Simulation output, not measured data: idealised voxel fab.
Process module in this document: voxel gate over fins
Square cells of 5 nm make up the cross-section cut, whose width is 290 nm.
Cross-section layout: square cells on a grid; listed as bands, top to bottom; a band spans one or more cell rows.
Within each band entry, the heights of the top and of the bottom of the band appear first, in that order and in nm; the materials of the band then follow from left to right, each with its corresponding width in nm. The designation "edge to edge" on a single material indicates that it fills the band from edge to edge; the designation "blank" indicates empty space.
Basically, 0 is our baseline, since under it the wafer straight out of the box is all one material. The bottom band has no lower end and keeps on going down, so it looks like "top 0, no bottom".
Top row gets the first number, bottom row gets the second, and each row in between changes by the same step: that is how a band width like "30 to 40" works.
"remains unaltered", as given for a step, is the statement that not any cell of the cross-section underwent a change during that step.
Heads up: "Closed empty spaces" only lists the empty pockets with no open path to the top that are 8 cells or more, and it writes them as width x height at distance, distance from the left edge, in nm.
On each step's line, the part that comes after the settings is the simulator's own comment on the step.
You can add "overlay nm" to a step's line. For a step with a mask, it describes how far the mask lay to the right of its planned position, and a negative number describes a lay to the left.
## Planned process steps
| 1 | op RECEIVE | material Si |
| 2 | op CONFORMAL_DEP | material SiN | thk nm 5 |
| 3 | op DIRECTIONAL_DEP | material aC | thk nm 10 |
| 4 | op PATTERN | tone cover | mask id FINS | material resist | width nm 15 | pitch nm 55 | thk nm 30 | overlay nm 0 |
| 5 | op DIRECTIONAL_ETCH | etch materials aC | depth nm 10 |
| 6 | op STRIP | etch materials resist |
| 7 | op DIRECTIONAL_ETCH | etch materials SiN | depth nm 5 |
| 8 | op DIRECTIONAL_ETCH | etch materials Si | depth nm 35 |
| 9 | op STRIP | etch materials aC |
| 10 | op FILL_DEP | material SiO2 | thk nm 15 |
| 11 | op CMP | height nm 5 |
| 12 | op DIRECTIONAL_DEP | material aC | thk nm 15 |
| 13 | op PATTERN | tone open | mask id RAIL | material resist | width nm 15 | thk nm 35 | overlay nm 0 |
| 14 | op DIRECTIONAL_ETCH | etch materials aC | depth nm 15 |
| 15 | op STRIP | etch materials resist |
| 16 | op DIRECTIONAL_ETCH | etch materials SiO2 | depth nm 35 |
| 17 | op STRIP | etch materials aC |
| 18 | op CONFORMAL_DEP | material TiN | thk nm 5 |
| 19 | op FILL_DEP | material Ru | thk nm 5 |
| 20 | op CMP | height nm 5 |
| 21 | op SELECTIVE_ETCH | etch materials W Ru TiN | depth nm 20 |
| 22 | op FILL_DEP | material SiO2 | thk nm 5 |
| 23 | op CMP | height nm 5 |
| 24 | op SELECTIVE_ETCH | etch materials SiO2 | depth nm 15 |
| 25 | op STRIP | etch materials SiN |
| 26 | op CONFORMAL_DEP | material HfO2 | thk nm 5 |
| 27 | op CONFORMAL_DEP | material TiN | thk nm 5 |
| 28 | op CONFORMAL_DEP | material TiAl | thk nm 5 |
| 29 | op CONFORMAL_DEP | material TiN | thk nm 5 |
| 30 | op FILL_DEP | material W | thk nm 15 |
| 31 | op CMP | height nm 30 |
| 32 | op CONFORMAL_DEP | material SiCN | thk nm 10 |
## First of two wafers: run as planned
## as received, after step 1
  top 0, no bottom = Si edge to edge
  Closed empty spaces: none
## After step 2, in cross-section
  top 5, bottom 0 = SiN edge to edge
  Lower than 0, everything is as it was.
## After step 3, in cross-section
  top 15, bottom 5 = aC edge to edge
  Lower than 5, everything is as it was.
## After step 4, in cross-section
  top 45, bottom 15 = 110 of blank, then 15 of resist, then 40 of blank, then 15 of resist, then 110 of blank
  Lower than 15, everything is as it was.
## After step 5, in cross-section
  top 35, bottom 15 = 110 of blank, then 15 of resist, then 40 of blank, then 15 of resist, then 110 of blank
  top 15, bottom 5 = 110 of blank, then 15 of aC, then 40 of blank, then 15 of aC, then 110 of blank
  Lower than 5, everything is as it was.
## After step 6, in cross-section
  top 15, bottom 5 = 110 of blank, then 15 of aC, then 40 of blank, then 15 of aC, then 110 of blank
  Lower than 5, everything is as it was.
## After step 7, in cross-section
  top 15, bottom 5 = 110 of blank, then 15 of aC, then 40 of blank, then 15 of aC, then 110 of blank
  top 5, bottom 0 = 110 of blank, then 15 of SiN, then 40 of blank, then 15 of SiN, then 110 of blank
  Lower than 0, everything is as it was.
## After step 8, in cross-section
  top 15, bottom 5 = 110 of blank, then 15 of aC, then 40 of blank, then 15 of aC, then 110 of blank
  top 5, bottom 0 = 110 of blank, then 15 of SiN, then 40 of blank, then 15 of SiN, then 110 of blank
  top 0, bottom -35 = 110 of blank, then 15 of Si, then 40 of blank, then 15 of Si, then 110 of blank
  Lower than -35, everything is as it was.
## After step 9, in cross-section
  top 5, bottom 0 = 110 of blank, then 15 of SiN, then 40 of blank, then 15 of SiN, then 110 of blank
  Lower than 0, everything is as it was.
## After step 10, in cross-section
  top 20, bottom 5 = SiO2 edge to edge
  top 5, bottom 0 = 110 of SiO2, then 15 of SiN, then 40 of SiO2, then 15 of SiN, then 110 of SiO2
  top 0, bottom -35 = 110 of SiO2, then 15 of Si, then 40 of SiO2, then 15 of Si, then 110 of SiO2
  Lower than -35, everything is as it was.
## After step 11, in cross-section
  top 5, bottom 0 = 110 of SiO2, then 15 of SiN, then 40 of SiO2, then 15 of SiN, then 110 of SiO2
  Lower than 0, everything is as it was.
## After step 12, in cross-section
  top 20, bottom 5 = aC edge to edge
  Lower than 5, everything is as it was.
## After step 13, in cross-section
  top 55, bottom 20 = 135 of resist, then 15 of blank, then 140 of resist
  Lower than 20, everything is as it was.
## After step 14, in cross-section
  top 40, bottom 20 = 135 of resist, then 15 of blank, then 140 of resist
  top 20, bottom 5 = 135 of aC, then 15 of blank, then 140 of aC
  Lower than 5, everything is as it was.
## After step 15, in cross-section
  top 20, bottom 5 = 135 of aC, then 15 of blank, then 140 of aC
  Lower than 5, everything is as it was.
## After step 16, in cross-section
  top 20, bottom 5 = 135 of aC, then 15 of blank, then 140 of aC
  top 5, bottom 0 = 110 of SiO2, then 15 of SiN, then 10 of SiO2, then 15 of blank, then 15 of SiO2, then 15 of SiN, then 110 of SiO2
  top 0, bottom -30 = 110 of SiO2, then 15 of Si, then 10 of SiO2, then 15 of blank, then 15 of SiO2, then 15 of Si, then 110 of SiO2
  Lower than -30, everything is as it was.
## After step 17, in cross-section
  top 5, bottom 0 = 110 of SiO2, then 15 of SiN, then 10 of SiO2, then 15 of blank, then 15 of SiO2, then 15 of SiN, then 110 of SiO2
  Lower than 0, everything is as it was.
## After step 18, in cross-section
  top 10, bottom 5 = 140 of TiN, then 5 of blank, then 145 of TiN
  top 5, bottom 0 = 110 of SiO2, then 15 of SiN, then 10 of SiO2, then 5 of TiN, then 5 of blank, then 5 of TiN, then 15 of SiO2, then 15 of SiN, then 110 of SiO2
  top 0, bottom -25 = 110 of SiO2, then 15 of Si, then 10 of SiO2, then 5 of TiN, then 5 of blank, then 5 of TiN, then 15 of SiO2, then 15 of Si, then 110 of SiO2
  top -25, bottom -30 = 110 of SiO2, then 15 of Si, then 10 of SiO2, then 15 of TiN, then 15 of SiO2, then 15 of Si, then 110 of SiO2
  Lower than -30, everything is as it was.
## After step 19, in cross-section
  top 15, bottom 10 = Ru edge to edge
  top 10, bottom 5 = 140 of TiN, then 5 of Ru, then 145 of TiN
  top 5, bottom 0 = 110 of SiO2, then 15 of SiN, then 10 of SiO2, then 5 of TiN, then 5 of Ru, then 5 of TiN, then 15 of SiO2, then 15 of SiN, then 110 of SiO2
  top 0, bottom -25 = 110 of SiO2, then 15 of Si, then 10 of SiO2, then 5 of TiN, then 5 of Ru, then 5 of TiN, then 15 of SiO2, then 15 of Si, then 110 of SiO2
  Lower than -25, everything is as it was.
## After step 20, in cross-section
  top 5, bottom 0 = 110 of SiO2, then 15 of SiN, then 10 of SiO2, then 5 of TiN, then 5 of Ru, then 5 of TiN, then 15 of SiO2, then 15 of SiN, then 110 of SiO2
  Lower than 0, everything is as it was.
## After step 21, in cross-section
  top 5, bottom 0 = 110 of SiO2, then 15 of SiN, then 10 of SiO2, then 15 of blank, then 15 of SiO2, then 15 of SiN, then 110 of SiO2
  top 0, bottom -15 = 110 of SiO2, then 15 of Si, then 10 of SiO2, then 15 of blank, then 15 of SiO2, then 15 of Si, then 110 of SiO2
  Lower than -15, everything is as it was.
## After step 22, in cross-section
  top 10, bottom 5 = SiO2 edge to edge
  top 5, bottom 0 = 110 of SiO2, then 15 of SiN, then 40 of SiO2, then 15 of SiN, then 110 of SiO2
  top 0, bottom -15 = 110 of SiO2, then 15 of Si, then 40 of SiO2, then 15 of Si, then 110 of SiO2
  Lower than -15, everything is as it was.
## After step 23, in cross-section
  top 5, bottom 0 = 110 of SiO2, then 15 of SiN, then 40 of SiO2, then 15 of SiN, then 110 of SiO2
  Lower than 0, everything is as it was.
## After step 24, in cross-section
  top 5, bottom 0 = 110 of blank, then 15 of SiN, then 40 of blank, then 15 of SiN, then 110 of blank
  top 0, bottom -10 = 110 of blank, then 15 of Si, then 40 of blank, then 15 of Si, then 110 of blank
  Lower than -10, everything is as it was.
## After step 25, in cross-section
  top 0, bottom -10 = 110 of blank, then 15 of Si, then 40 of blank, then 15 of Si, then 110 of blank
  Lower than -10, everything is as it was.
## After step 26, in cross-section
  top 5, bottom 0 = 105 of blank, then 25 of HfO2, then 30 of blank, then 25 of HfO2, then 105 of blank
  top 0, bottom -5 = 105 of blank, then 5 of HfO2, then 15 of Si, then 5 of HfO2, then 30 of blank, then 5 of HfO2, then 15 of Si, then 5 of HfO2, then 105 of blank
  top -5, bottom -10 = 110 of HfO2, then 15 of Si, then 40 of HfO2, then 15 of Si, then 110 of HfO2
  Lower than -10, everything is as it was.
## After step 27, in cross-section
  top 10, bottom 5 = 100 of blank, then 35 of TiN, then 20 of blank, then 35 of TiN, then 100 of blank
  top 5, bottom 0 = 100 of blank, then 5 of TiN, then 25 of HfO2, then 5 of TiN, then 20 of blank, then 5 of TiN, then 25 of HfO2, then 5 of TiN, then 100 of blank
  top 0, bottom -5 = 105 of TiN, then 5 of HfO2, then 15 of Si, then 5 of HfO2, then 30 of TiN, then 5 of HfO2, then 15 of Si, then 5 of HfO2, then 105 of TiN
  Lower than -5, everything is as it was.
## After step 28, in cross-section
  top 15, bottom 10 = 95 of blank, then 45 of TiAl, then 10 of blank, then 45 of TiAl, then 95 of blank
  top 10, bottom 5 = 95 of blank, then 5 of TiAl, then 35 of TiN, then 5 of TiAl, then 10 of blank, then 5 of TiAl, then 35 of TiN, then 5 of TiAl, then 95 of blank
  top 5, bottom 0 = 100 of TiAl, then 5 of TiN, then 25 of HfO2, then 5 of TiN, then 20 of TiAl, then 5 of TiN, then 25 of HfO2, then 5 of TiN, then 100 of TiAl
  Lower than 0, everything is as it was.
## After step 29, in cross-section
  top 20, bottom 15 = 90 of blank, then 110 of TiN, then 90 of blank
  top 15, bottom 10 = 90 of blank, then 5 of TiN, then 45 of TiAl, then 10 of TiN, then 45 of TiAl, then 5 of TiN, then 90 of blank
  top 10, bottom 5 = 95 of TiN, then 5 of TiAl, then 35 of TiN, then 5 of TiAl, then 10 of TiN, then 5 of TiAl, then 35 of TiN, then 5 of TiAl, then 95 of TiN
  Lower than 5, everything is as it was.
## After step 30, in cross-section
  top 35, bottom 20 = W edge to edge
  top 20, bottom 15 = 90 of W, then 110 of TiN, then 90 of W
  top 15, bottom 10 = 90 of W, then 5 of TiN, then 45 of TiAl, then 10 of TiN, then 45 of TiAl, then 5 of TiN, then 90 of W
  Lower than 10, everything is as it was.
## After step 31, in cross-section
  top 30, bottom 20 = W edge to edge
  Lower than 20, everything is as it was.
## After step 32, in cross-section
  top 40, bottom 30 = SiCN edge to edge
  Lower than 30, everything is as it was.
## Second wafer. Start and plan as for the first. One mistake made in running. Agrees with the first up to and including step 3
## Cross-sectional representation of the second wafer at the time designated in the plan for the completion of step 4
  top 45, bottom 15 = 110 of resist, then 15 of blank, then 40 of resist, then 15 of blank, then 110 of resist
  Lower than 15, everything is as it was.
## Cross-sectional representation of the second wafer at the time designated in the plan for the completion of step 5
  top 35, bottom 15 = 110 of resist, then 15 of blank, then 40 of resist, then 15 of blank, then 110 of resist
  top 15, bottom 5 = 110 of aC, then 15 of blank, then 40 of aC, then 15 of blank, then 110 of aC
  Lower than 5, everything is as it was.
## Cross-sectional representation of the second wafer at the time designated in the plan for the completion of step 6
  top 15, bottom 5 = 110 of aC, then 15 of blank, then 40 of aC, then 15 of blank, then 110 of aC
  Lower than 5, everything is as it was.
## Cross-sectional representation of the second wafer at the time designated in the plan for the completion of step 7
  top 15, bottom 5 = 110 of aC, then 15 of blank, then 40 of aC, then 15 of blank, then 110 of aC
  top 5, bottom 0 = 110 of SiN, then 15 of blank, then 40 of SiN, then 15 of blank, then 110 of SiN
  Lower than 0, everything is as it was.
## Cross-sectional representation of the second wafer at the time designated in the plan for the completion of step 8
  top 15, bottom 5 = 110 of aC, then 15 of blank, then 40 of aC, then 15 of blank, then 110 of aC
  top 5, bottom 0 = 110 of SiN, then 15 of blank, then 40 of SiN, then 15 of blank, then 110 of SiN
  top 0, bottom -35 = 110 of Si, then 15 of blank, then 40 of Si, then 15 of blank, then 110 of Si
  Lower than -35, everything is as it was.
## Cross-sectional representation of the second wafer at the time designated in the plan for the completion of step 9
  top 5, bottom 0 = 110 of SiN, then 15 of blank, then 40 of SiN, then 15 of blank, then 110 of SiN
  Lower than 0, everything is as it was.
## Cross-sectional representation of the second wafer at the time designated in the plan for the completion of step 10
  top 20, bottom 5 = SiO2 edge to edge
  top 5, bottom 0 = 110 of SiN, then 15 of SiO2, then 40 of SiN, then 15 of SiO2, then 110 of SiN
  top 0, bottom -35 = 110 of Si, then 15 of SiO2, then 40 of Si, then 15 of SiO2, then 110 of Si
  Lower than -35, everything is as it was.
## Cross-sectional representation of the second wafer at the time designated in the plan for the completion of step 11
  top 5, bottom 0 = 110 of SiN, then 15 of SiO2, then 40 of SiN, then 15 of SiO2, then 110 of SiN
  Lower than 0, everything is as it was.
## Cross-sectional representation of the second wafer at the time designated in the plan for the completion of step 12
  top 20, bottom 5 = aC edge to edge
  Lower than 5, everything is as it was.
## Cross-sectional representation of the second wafer at the time designated in the plan for the completion of step 13
  top 55, bottom 20 = 135 of resist, then 15 of blank, then 140 of resist
  Lower than 20, everything is as it was.
## Cross-sectional representation of the second wafer at the time designated in the plan for the completion of step 14
  top 40, bottom 20 = 135 of resist, then 15 of blank, then 140 of resist
  top 20, bottom 5 = 135 of aC, then 15 of blank, then 140 of aC
  Lower than 5, everything is as it was.
## Cross-sectional representation of the second wafer at the time designated in the plan for the completion of step 15
  top 20, bottom 5 = 135 of aC, then 15 of blank, then 140 of aC
  Lower than 5, everything is as it was.
Cross-sectional representation of the second wafer at the time designated in the plan for the completion of step 16: remains unaltered
## Cross-sectional representation of the second wafer at the time designated in the plan for the completion of step 17
  top 5, bottom 0 = 110 of SiN, then 15 of SiO2, then 40 of SiN, then 15 of SiO2, then 110 of SiN
  Lower than 0, everything is as it was.
## Cross-sectional representation of the second wafer at the time designated in the plan for the completion of step 18
  top 10, bottom 5 = TiN edge to edge
  Lower than 5, everything is as it was.
## Cross-sectional representation of the second wafer at the time designated in the plan for the completion of step 19
  top 15, bottom 10 = Ru edge to edge
  Lower than 10, everything is as it was.
## Cross-sectional representation of the second wafer at the time designated in the plan for the completion of step 20
  top 5, bottom 0 = 110 of SiN, then 15 of SiO2, then 40 of SiN, then 15 of SiO2, then 110 of SiN
  Lower than 0, everything is as it was.
Cross-sectional representation of the second wafer at the time designated in the plan for the completion of step 21: remains unaltered
## Cross-sectional representation of the second wafer at the time designated in the plan for the completion of step 22
  top 10, bottom 5 = SiO2 edge to edge
  Lower than 5, everything is as it was.
## Cross-sectional representation of the second wafer at the time designated in the plan for the completion of step 23
  top 5, bottom 0 = 110 of SiN, then 15 of SiO2, then 40 of SiN, then 15 of SiO2, then 110 of SiN
  Lower than 0, everything is as it was.
## Cross-sectional representation of the second wafer at the time designated in the plan for the completion of step 24
  top 5, bottom 0 = 110 of SiN, then 15 of blank, then 40 of SiN, then 15 of blank, then 110 of SiN
  top 0, bottom -10 = 110 of Si, then 15 of blank, then 40 of Si, then 15 of blank, then 110 of Si
  Lower than -10, everything is as it was.
## Cross-sectional representation of the second wafer at the time designated in the plan for the completion of step 25
  top 0, bottom -10 = 110 of Si, then 15 of blank, then 40 of Si, then 15 of blank, then 110 of Si
  Lower than -10, everything is as it was.
## Cross-sectional representation of the second wafer at the time designated in the plan for the completion of step 26
  top 5, bottom 0 = 115 of HfO2, then 5 of blank, then 50 of HfO2, then 5 of blank, then 115 of HfO2
  top 0, bottom -5 = 110 of Si, then 5 of HfO2, then 5 of blank, then 5 of HfO2, then 40 of Si, then 5 of HfO2, then 5 of blank, then 5 of HfO2, then 110 of Si
  top -5, bottom -10 = 110 of Si, then 15 of HfO2, then 40 of Si, then 15 of HfO2, then 110 of Si
  Lower than -10, everything is as it was.
## Cross-sectional representation of the second wafer at the time designated in the plan for the completion of step 27
  top 10, bottom 5 = TiN edge to edge
  top 5, bottom 0 = 115 of HfO2, then 5 of TiN, then 50 of HfO2, then 5 of TiN, then 115 of HfO2
  top 0, bottom -5 = 110 of Si, then 5 of HfO2, then 5 of TiN, then 5 of HfO2, then 40 of Si, then 5 of HfO2, then 5 of TiN, then 5 of HfO2, then 110 of Si
  Lower than -5, everything is as it was.
## Cross-sectional representation of the second wafer at the time designated in the plan for the completion of step 28
  top 15, bottom 10 = TiAl edge to edge
  Lower than 10, everything is as it was.
## Cross-sectional representation of the second wafer at the time designated in the plan for the completion of step 29
  top 20, bottom 15 = TiN edge to edge
  Lower than 15, everything is as it was.
## Cross-sectional representation of the second wafer at the time designated in the plan for the completion of step 30
  top 35, bottom 20 = W edge to edge
  Lower than 20, everything is as it was.
## Cross-sectional representation of the second wafer at the time designated in the plan for the completion of step 31
  top 30, bottom 20 = W edge to edge
  Lower than 20, everything is as it was.
## Cross-sectional representation of the second wafer at the time designated in the plan for the completion of step 32
  top 40, bottom 30 = SiCN edge to edge
  Lower than 30, everything is as it was.
What went wrong in running the wafer? it should be noted that step 4 was executed with settings other than those planned, the operation and settings actually applied being op PATTERN | tone open | mask id FINS | material resist | width nm 15 | pitch nm 55 | thk nm 30 | overlay nm 0
At the finish, the second wafer shows more or fewer cells for some materials than the first does: Ru: 2 fewer, Si: 322 more, SiO2: 221 fewer, TiAl: 8 fewer, TiN: 19 fewer, W: 72 fewer
